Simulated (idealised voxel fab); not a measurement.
Process module name: voxel self aligned vias
Cross-sectional view cut (width: 155 nm; square cell size: 5 nm).
We lay out every cross-section as a grid of square cells and spell it out in bands from the top down, where one band means one or more rows of cells. Quick guide to a band line: top height, bottom height (nm) up front; then every material left to right with its width in nm. Only one material and it's marked "edge to edge"? Then it fills the band edge to edge. And "empty" just means empty space. Convention: height 0 is the level below which the wafer, as received, is all one material. The lowest band does not terminate at the bottom but continues downward, represented as "top 0, no bottom". A width given as "30 to 40" starts at the first number in the band's top row and ends at the second number in its bottom row, shifting by an equal amount at every step from row to row. The cross-section has no changed cell in any step marked "everything unchanged". In the "Voids, sealed" entry, you get each enclosed empty space of 8 cells or more, one with no open way to the top, written width x height at distance, distance from the left edge, in nm. Post-settings text on a step line: simulator's own remark regarding the step. overlay nm: right-of-plan distance of the mask on a masked step; negative values mean left-of-plan.
So here's the lineup of process steps we planned:
1 RECEIVE,material Si
2 CONFORMAL_DEP,material SiO2,thk nm 10
3 CONFORMAL_DEP,material SiCN,thk nm 5
4 DIRECTIONAL_DEP,material lowk,thk nm 25
5 DIRECTIONAL_DEP,material aC,thk nm 15
6 PATTERN,tone open,mask id LINES,material resist,width nm 20,pitch nm 70,thk nm 35,overlay nm 0
7 DIRECTIONAL_ETCH,etch materials aC,depth nm 15
8 STRIP,etch materials resist
9 DIRECTIONAL_ETCH,etch materials lowk,depth nm 25
10 STRIP,etch materials aC
11 CONFORMAL_DEP,material TiN,thk nm 5
12 FILL_DEP,material Ru,thk nm 5
13 CMP,height nm 40
14 SELECTIVE_ETCH,etch materials W Ru TiN,depth nm 5
15 FILL_DEP,material SiN,thk nm 10
16 CMP,height nm 40
17 DIRECTIONAL_DEP,material lowk,thk nm 15
18 MASKED_ETCH,tone open,mask id VIAS,width nm 40,etch materials lowk,depth nm 15,overlay nm 0
19 MASKED_ETCH,tone open,mask id VIAS,width nm 40,etch materials SiN,depth nm 5,overlay nm 0
20 CONFORMAL_DEP,material TiN,thk nm 5
21 FILL_DEP,material Cu,thk nm 10
22 CMP,height nm 55
23 CONFORMAL_DEP,material SiN,thk nm 5
Cross-section of the incoming wafer, state after step 1:
* top 0, no bottom: Si edge to edge
* Voids, sealed: none
First of two wafers: cross-section at end of module, run per plan:
* top 60, bottom 55: SiN edge to edge
* top 55, bottom 45: lowk (20)  TiN (5)  Cu (30)  TiN (5)  lowk (95)
* top 45, bottom 40: lowk (20)  TiN (15)  Cu (10)  TiN (15)  lowk (95)
* top 40, bottom 35: lowk (30)  TiN (20)  lowk (50)  SiN (20)  lowk (35)
* top 35, bottom 20: lowk (30)  TiN (5)  Ru (10)  TiN (5)  lowk (50)  TiN (5)  Ru (10)  TiN (5)  lowk (35)
* top 20, bottom 15: lowk (30)  TiN (20)  lowk (50)  TiN (20)  lowk (35)
* top 15, bottom 10: SiCN edge to edge
* top 10, bottom 0: SiO2 edge to edge
* top 0, no bottom: Si edge to edge
* Voids, sealed: none
Second wafer at the end: like start, like plan, one mistake:
* top 60, bottom 55: SiN edge to edge
* top 55, bottom 45: Cu (15)  TiN (5)  lowk (40)  TiN (5)  Cu (90)
* top 45, bottom 40: TiN (20)  lowk (40)  TiN (95)
* top 40, bottom 35: lowk (30)  SiN (20)  lowk (50)  SiN (20)  lowk (35)
* top 35, bottom 20: lowk (30)  TiN (5)  Ru (10)  TiN (5)  lowk (50)  TiN (5)  Ru (10)  TiN (5)  lowk (35)
* top 20, bottom 15: lowk (30)  TiN (20)  lowk (50)  TiN (20)  lowk (35)
* top 15, bottom 10: SiCN edge to edge
* top 10, bottom 0: SiO2 edge to edge
* top 0, no bottom: Si edge to edge
* Voids, sealed: none
So what did we get wrong on this run? step 18 ran with different settings than intended, the actual operation and settings being MASKED_ETCH,tone cover,mask id VIAS,width nm 40,etch materials lowk,depth nm 15,overlay nm 0
End check, counted in cells, second wafer has more or fewer of these materials than the first: Cu: 28 more | SiN: 4 more | TiN: 13 more | lowk: 45 fewer
